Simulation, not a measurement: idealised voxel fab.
The following process module bears the name voxel released beams.
The cross-section on display is named cut; it measures 300 nm wide, and its cells are 5 nm squares.
Bands, listed from the top down, are how a cross-section gets written in this document; the cross-section itself is a grid of square cells, and a band is one or more rows of them.
Quick guide to a band line: top height, bottom height (nm) up front; then every material left to right with its width in nm. Only one material and it's marked "full width"? Then it fills the band edge to edge. And "air" just means empty space.
Heights are measured from 0, the level below which the as-received wafer is all one material; the lowest band has no bottom and continues downward, written as in "top 0, no bottom".
So if you see something like "30 to 40" for the width, read it as the top row of the band sitting at the first number and the bottom row at the second, with every row in between moving by the same amount as the last.
When a step is marked "remains unaltered", none of the cells in the cross-section changed during that step.
What "Trapped voids" gives you is every empty space of 8 cells or more that is cut off from the top. Each appears as width x height at distance, with the distance taken from the left edge and width, height and distance all in nm.
What comes after the settings on a step's line is commentary from the simulator itself on that step.
Each step line may optionally specify "overlay nm", which for a step with a mask gives the rightward distance between the mask's planned place and where it lay, a negative value indicating the leftward direction.
## Intended process steps
step 1: RECEIVE, material Si
step 2: CONFORMAL_DEP, material SiN, thk nm 10
step 3: DIRECTIONAL_DEP, material SiO2, thk nm 20
step 4: MASKED_ETCH, tone open, mask id ANCHOR, width nm 40, etch materials SiO2, depth nm 20, overlay nm 0
step 5: CONFORMAL_DEP, material W, thk nm 15
step 6: DIRECTIONAL_DEP, material aC, thk nm 15
step 7: PATTERN, tone cover, mask id BEAM, material resist, width nm 100, thk nm 30, overlay nm 0
step 8: DIRECTIONAL_ETCH, etch materials aC, depth nm 15
step 9: STRIP, etch materials resist
step 10: DIRECTIONAL_ETCH, etch materials W, depth nm 15
step 11: STRIP, etch materials aC
step 12: STRIP, etch materials SiO2
## As-received state of the wafer in cross-section, equivalent to post-step 1
* top 0, no bottom: Si full width
* Trapped voids: none
## Cross-sectional image of the first of two wafers at the end of the module, the run having proceeded as planned
* top 45, bottom 30: air (95) / W (20) / air (10) / W (70) / air (105)
* top 30, bottom 25: air (100) / W (15) / air (10) / W (15) / air (160)
* top 25, bottom 10: air (100) / W (40) / air (160)
* top 10, bottom 0: SiN full width
* top 0, no bottom: Si full width
* Trapped voids: none
## Cross-sectional view of the second of two wafers upon completion of the module. This wafer shared its starting condition and process plan with the first; one error was made during its execution
* top 45, bottom 30: air (100) / W (15) / air (10) / W (65) / air (110)
* top 30, bottom 25: air (100) / W (15) / air (10) / W (15) / air (160)
* top 25, bottom 10: air (100) / W (40) / air (160)
* top 10, bottom 0: SiN full width
* top 0, no bottom: Si full width
* Trapped voids: none
Here's what went sideways: rather than as planned, step 7 actually ran as PATTERN, tone cover, mask id BEAM, material resist, width nm 90, thk nm 30, overlay nm 0
Once processing is complete, comparing cell counts shows that the second wafer has more or fewer of certain materials than the first: -6 W
